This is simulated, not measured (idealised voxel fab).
Title: Process Module voxel air gaps
Each square cell in cross-section cut measures 5 nm, and the section as a whole is 265 nm wide.
How to read a cross-section here: the picture is a grid of square cells, written as bands going from the top down, and any band can span one or more rows of cells.
In this notation a band is specified by the heights of its top and bottom, in that order and in nm, after which its materials appear from left to right, each paired with its width in nm. The word "everywhere" attached to a single material means that material fills the band from edge to edge; the word "blank" stands for empty space.
Heights are measured from 0, the level below which the as-received wafer is all one material; the lowest band has no bottom and continues downward, written as in "0 nm and below".
So if you see something like "30 to 40" for the width, read it as the top row of the band sitting at the first number and the bottom row at the second, with every row in between moving by the same amount as the last.
No cell of the cross-section changed in a step that is given as "stayed the same".
In the "Entrapped voids" entry, you get each enclosed empty space of 8 cells or more, one with no open way to the top, written width x height at distance, distance from the left edge, in nm.
after a step's settings: what the simulator itself notes on the step
overlay nm: where the mask lay relative to plan, measured to the right, on steps with a mask; negatives go left.

Process steps (planned)
1,RECEIVE with material Si
2,CONFORMAL_DEP with material SiO2, thk nm 10
3,CONFORMAL_DEP with material SiCN, thk nm 5
4,DIRECTIONAL_DEP with material lowk, thk nm 40
5,MASKED_ETCH with tone open, mask id LINES, width nm 15, pitch nm 45, etch materials lowk, depth nm 40, overlay nm 0
6,CONFORMAL_DEP with material TiN, thk nm 5
7,FILL_DEP with material W, thk nm 5
8,CMP with height nm 55
9,EPI with material Ru, thk nm 10
10,SELECTIVE_ETCH with etch materials lowk, depth nm 50
11,CONFORMAL_DEP with material SiCN, thk nm 5
The value of width nm given for step 5 in the plan refers to the first wafer; the wafers vary in this setting and are alike at the start.

Cross-section of the first incoming wafer of several, state after step 1
- 0 nm and below = Si everywhere
- Entrapped voids: none

Tabulated below, wafer by wafer, are the end-of-module results: for each material, the number of cells gained (+) or lost (-) relative to the as-received state, followed by the closed voids
width nm 15, +42 Ru, +190 SiCN, +106 SiO2, +51 TiN, +21 W, Entrapped voids: 20 x 30 at 100; 20 x 30 at 145
width nm 20, +48 Ru, +182 SiCN, +106 SiO2, +54 TiN, +42 W, Entrapped voids: 15 x 30 at 100; 15 x 30 at 145
width nm 25, +54 Ru, +134 SiCN, +106 SiO2, +57 TiN, +63 W, +64 lowk, Entrapped voids: none
width nm 30, +56 Ru, +134 SiCN, +106 SiO2, +60 TiN, +84 W, +48 lowk, Entrapped voids: none
